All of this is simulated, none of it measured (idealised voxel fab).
Process module in this document: voxel ribs on slabs
Cross-section cut spans 150 nm and uses square cells 5 nm in size.
Cross-sections here: square-cell grids, written as top-down lists of bands, a band being one or more rows of cells.
What a band's entry tells you: where the top is and where the bottom is, as heights in nm, and after that what lies inside, material by material from left to right, each with its width in nm. Empty space is written as the word "blank", and a single material marked with the word "edge to edge" occupies the band from edge to edge.
Heights are measured from 0, the level below which the as-received wafer is all one material; the lowest band has no bottom and continues downward, written as in "0 and below".
A two-number width, for instance "30->40", indicates that the width is equal to the first number in the top row of the band and to the second number in the bottom row, and that it changes by a constant amount per row of cells.
It should be understood that the words "identical to before", when stated for a given step, signify that the cross-section underwent no change in any of its cells during that step.
This entry, "Closed void roster", enumerates those empty regions of no fewer than 8 cells that possess no open connection to the top. Each region is reported in the form width x height at distance, the distance being taken from the left edge, with all three quantities expressed in nm.
On each step's line, the part that comes after the settings is the simulator's own comment on the step.
overlay nm: step with mask; distance mask lay right of planned place; negative value = left of planned place.

-- Here's what the planned process steps look like
1. RECEIVE,material Si
2. DIRECTIONAL_DEP,material SiO2,thk nm 20
3. DIRECTIONAL_DEP,material polySi,thk nm 15
4. PATTERN,tone cover,mask id RIB,material resist,width nm 25,thk nm 20,overlay nm 0
5. DIRECTIONAL_ETCH,etch materials polySi,depth nm 10
6. STRIP,etch materials resist
7. PATTERN,tone cover,mask id SLAB,material resist,width nm 85,thk nm 20,overlay nm 0
8. DIRECTIONAL_ETCH,etch materials polySi,depth nm 5
9. STRIP,etch materials resist
10. FILL_DEP,material SiO2,thk nm 20
11. CMP,height nm 45
12. DIRECTIONAL_DEP,material W,thk nm 10
13. MASKED_ETCH,tone cover,mask id HEATER,width nm 35,etch materials W,depth nm 10,overlay nm 0
14. CONFORMAL_DEP,material SiN,thk nm 10

-- The first wafer of two, processed as planned

-- as received, after step 1
* 0 and below  Si edge to edge
* Closed void roster: none

-- Step 2 complete: cross-section through the wafer
* 20 down to 0  SiO2 edge to edge
* Nothing below the height 0 has changed.

-- Step 3 complete: cross-section through the wafer
* 35 down to 20  polySi edge to edge
* Nothing below the height 20 has changed.

-- Step 4 complete: cross-section through the wafer
* 55 down to 35  blank=60; resist=25; blank=65
* Nothing below the height 35 has changed.

-- Step 5 complete: cross-section through the wafer
* 55 down to 35  blank=60; resist=25; blank=65
* 35 down to 25  blank=60; polySi=25; blank=65
* Nothing below the height 25 has changed.

-- Step 6 complete: cross-section through the wafer
* 35 down to 25  blank=60; polySi=25; blank=65
* Nothing below the height 25 has changed.

-- Step 7 complete: cross-section through the wafer
* 55 down to 35  blank=30; resist=85; blank=35
* 35 down to 25  blank=30; resist=30; polySi=25; resist=30; blank=35
* Nothing below the height 25 has changed.

-- Step 8 complete: cross-section through the wafer
* 55 down to 35  blank=30; resist=85; blank=35
* 35 down to 25  blank=30; resist=30; polySi=25; resist=30; blank=35
* 25 down to 20  blank=30; polySi=85; blank=35
* Nothing below the height 20 has changed.

-- Step 9 complete: cross-section through the wafer
* 35 down to 25  blank=60; polySi=25; blank=65
* Nothing below the height 25 has changed.

-- Step 10 complete: cross-section through the wafer
* 55 down to 35  SiO2 edge to edge
* 35 down to 25  SiO2=60; polySi=25; SiO2=65
* 25 down to 20  SiO2=30; polySi=85; SiO2=35
* Nothing below the height 20 has changed.

-- Step 11 complete: cross-section through the wafer
* 45 down to 35  SiO2 edge to edge
* Nothing below the height 35 has changed.

-- Step 12 complete: cross-section through the wafer
* 55 down to 45  W edge to edge
* Nothing below the height 45 has changed.

-- Step 13 complete: cross-section through the wafer
* 55 down to 45  blank=55; W=35; blank=60
* Nothing below the height 45 has changed.

-- Step 14 complete: cross-section through the wafer
* 65 down to 55  blank=45; SiN=55; blank=50
* 55 down to 45  SiN=55; W=35; SiN=60
* Nothing below the height 45 has changed.

-- Now the other wafer: same start, same recipe, but we messed up one thing when running it. Up to and including step 2 it's the same as the first one

-- Second wafer, sectioned view, at step 3's planned end time
* 50 down to 20  polySi edge to edge
* Nothing below the height 20 has changed.

-- Second wafer, sectioned view, at step 4's planned end time
* 70 down to 50  blank=60; resist=25; blank=65
* Nothing below the height 50 has changed.

-- Second wafer, sectioned view, at step 5's planned end time
* 70 down to 50  blank=60; resist=25; blank=65
* 50 down to 40  blank=60; polySi=25; blank=65
* Nothing below the height 40 has changed.

-- Second wafer, sectioned view, at step 6's planned end time
* 50 down to 40  blank=60; polySi=25; blank=65
* Nothing below the height 40 has changed.

-- Second wafer, sectioned view, at step 7's planned end time
* 70 down to 50  blank=30; resist=85; blank=35
* 50 down to 40  blank=30; resist=30; polySi=25; resist=30; blank=35
* Nothing below the height 40 has changed.

-- Second wafer, sectioned view, at step 8's planned end time
* 70 down to 50  blank=30; resist=85; blank=35
* 50 down to 40  blank=30; resist=30; polySi=25; resist=30; blank=35
* 40 down to 35  blank=30; polySi=85; blank=35
* Nothing below the height 35 has changed.

-- Second wafer, sectioned view, at step 9's planned end time
* 50 down to 40  blank=60; polySi=25; blank=65
* Nothing below the height 40 has changed.

-- Second wafer, sectioned view, at step 10's planned end time
* 70 down to 50  SiO2 edge to edge
* 50 down to 40  SiO2=60; polySi=25; SiO2=65
* 40 down to 35  SiO2=30; polySi=85; SiO2=35
* Nothing below the height 35 has changed.

-- Second wafer, sectioned view, at step 11's planned end time
* 45 down to 35  SiO2=60->30; polySi=25->85; SiO2=65->35
* Nothing below the height 35 has changed.

-- Second wafer, sectioned view, at step 12's planned end time
* 55 down to 45  W edge to edge
* Nothing below the height 45 has changed.

-- Second wafer, sectioned view, at step 13's planned end time
* 55 down to 45  blank=55; W=35; blank=60
* Nothing below the height 45 has changed.

-- Second wafer, sectioned view, at step 14's planned end time
* 65 down to 55  blank=45; SiN=55; blank=50
* 55 down to 45  SiN=55; W=35; SiN=60
* Nothing below the height 45 has changed.
Processing error: regarding the plan, step 3 was run twice
at the end the second wafer has, in cells: -85 SiO2; +85 polySi
